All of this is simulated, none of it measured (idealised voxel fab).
Process module under the name voxel capacitor over wiring
Cross-section cut spans 255 nm and uses square cells 5 nm in size.
Each cross-section below is a grid of square cells, stated as bands in top-down order, with one or more rows of cells making up each band.
Band: top height; bottom height; in nm. Then, left to right: material with width in nm, for each material. "edge to edge": a single material spanning edge to edge. "air": empty space.
Heads up on the height convention: 0 is the point under which the incoming wafer is all one material, and the lowest band has no bottom, it just keeps going down, like "0 -> down".
The width entry "30..40" should be interpreted row by row: the top row of cells in the band takes the first number, the bottom row takes the second number, and the change between adjacent rows is uniform throughout.
Where the words "left unchanged" appear for a step, the cross-section shows no cell changed by that step; every cell remained as before.
This entry, "Sealed void listing", enumerates those empty regions of no fewer than 8 cells that possess no open connection to the top. Each region is reported in the form width x height at distance, the distance being taken from the left edge, with all three quantities expressed in nm.
Read whatever lies past the settings on a step's line as the simulator's own remark about the step.
The setting "overlay nm" may be written on the line of a step. When the step uses a mask, the value reports how far to the right of the planned place the mask lay, and a negative value reports that it lay to the left.
BELOW IS THE LIST OF PLANNED PROCESS STEPS
1) RECEIVE [material Si]
2) CONFORMAL_DEP [material SiO2] [thk nm 15]
3) DIRECTIONAL_DEP [material TiN] [thk nm 5]
4) DIRECTIONAL_DEP [material W] [thk nm 15]
5) MASKED_ETCH [tone cover] [mask id METAL_1] [width nm 25] [pitch nm 85] [etch materials W] [depth nm 15] [overlay nm 0]
6) MASKED_ETCH [tone cover] [mask id METAL_1] [width nm 25] [pitch nm 85] [etch materials TiN] [depth nm 5] [overlay nm 0]
7) CONFORMAL_DEP [material SiCN] [thk nm 5]
8) FILL_DEP [material lowk] [thk nm 10]
9) CMP [height nm 35]
10) CONFORMAL_DEP [material SiCN] [thk nm 5]
11) DIRECTIONAL_DEP [material lowk] [thk nm 10]
12) DIRECTIONAL_DEP [material aC] [thk nm 15]
13) PATTERN [tone open] [mask id PLUG_1] [material resist] [width nm 15] [thk nm 30] [overlay nm 0]
14) DIRECTIONAL_ETCH [etch materials aC] [depth nm 15]
15) STRIP [etch materials resist]
16) DIRECTIONAL_ETCH [etch materials lowk] [depth nm 10]
17) DIRECTIONAL_ETCH [etch materials SiCN] [depth nm 5]
18) STRIP [etch materials aC]
19) CONFORMAL_DEP [material TiN] [thk nm 5]
20) FILL_DEP [material Cu] [thk nm 5]
21) CMP [height nm 50]
22) DIRECTIONAL_DEP [material TiN] [thk nm 5]
23) DIRECTIONAL_DEP [material HfO2] [thk nm 5]
24) DIRECTIONAL_DEP [material TiN] [thk nm 10]
25) DIRECTIONAL_DEP [material aC] [thk nm 15]
26) PATTERN [tone cover] [mask id UPPER_PLATE] [material resist] [width nm 65] [thk nm 35] [overlay nm -15]
27) DIRECTIONAL_ETCH [etch materials aC] [depth nm 15]
28) STRIP [etch materials resist]
29) DIRECTIONAL_ETCH [etch materials TiN] [depth nm 10]
30) DIRECTIONAL_ETCH [etch materials HfO2] [depth nm 5]
31) STRIP [etch materials aC]
32) DIRECTIONAL_DEP [material aC] [thk nm 15]
33) PATTERN [tone cover] [mask id LOWER_PLATE] [material resist] [width nm 75] [thk nm 30] [overlay nm 0]
34) DIRECTIONAL_ETCH [etch materials aC] [depth nm 15]
35) STRIP [etch materials resist]
36) DIRECTIONAL_ETCH [etch materials TiN] [depth nm 5]
37) STRIP [etch materials aC]
38) FILL_DEP [material SiO2] [thk nm 20]
39) CMP [height nm 85]
40) PATTERN [tone open] [mask id PLUG_2] [material resist] [width nm 15] [thk nm 15] [overlay nm 0]
41) DIRECTIONAL_ETCH [etch materials SiO2] [depth nm 15]
42) STRIP [etch materials resist]
43) CONFORMAL_DEP [material TiN] [thk nm 5]
44) FILL_DEP [material Cu] [thk nm 5]
45) CMP [height nm 85]
46) CONFORMAL_DEP [material SiCN] [thk nm 5]
For clarity, it should be stated that the wafers under discussion commence in an identical condition and differ with respect to the overlay nm of step 26, the plan indicating the value that the first wafer had.
FIRST WAFER AS RECEIVED, AFTER STEP 1
    0 -> down: Si edge to edge
    Sealed void listing: none
TABULATED BELOW, WAFER BY WAFER, ARE THE END-OF-MODULE RESULTS: FOR EACH MATERIAL, THE NUMBER OF CELLS GAINED (+) OR LOST (-) RELATIVE TO THE AS-RECEIVED STATE, FOLLOWED BY THE CLOSED VOIDS
overlay nm -15 | +4 Cu | +13 HfO2 | +152 SiCN | +447 SiO2 | +65 TiN | +30 W | +207 lowk | Sealed void listing: none
overlay nm -10 | +4 Cu | +13 HfO2 | +152 SiCN | +447 SiO2 | +65 TiN | +30 W | +207 lowk | Sealed void listing: none
overlay nm -5 | +4 Cu | +13 HfO2 | +152 SiCN | +447 SiO2 | +65 TiN | +30 W | +207 lowk | Sealed void listing: none
overlay nm 0 | +4 Cu | +13 HfO2 | +152 SiCN | +447 SiO2 | +65 TiN | +30 W | +207 lowk | Sealed void listing: none
overlay nm 5 | +4 Cu | +13 HfO2 | +152 SiCN | +447 SiO2 | +65 TiN | +30 W | +207 lowk | Sealed void listing: none
overlay nm 10 | +4 Cu | +13 HfO2 | +152 SiCN | +447 SiO2 | +65 TiN | +30 W | +207 lowk | Sealed void listing: none
overlay nm 15 | +4 Cu | +13 HfO2 | +152 SiCN | +447 SiO2 | +65 TiN | +30 W | +207 lowk | Sealed void listing: none
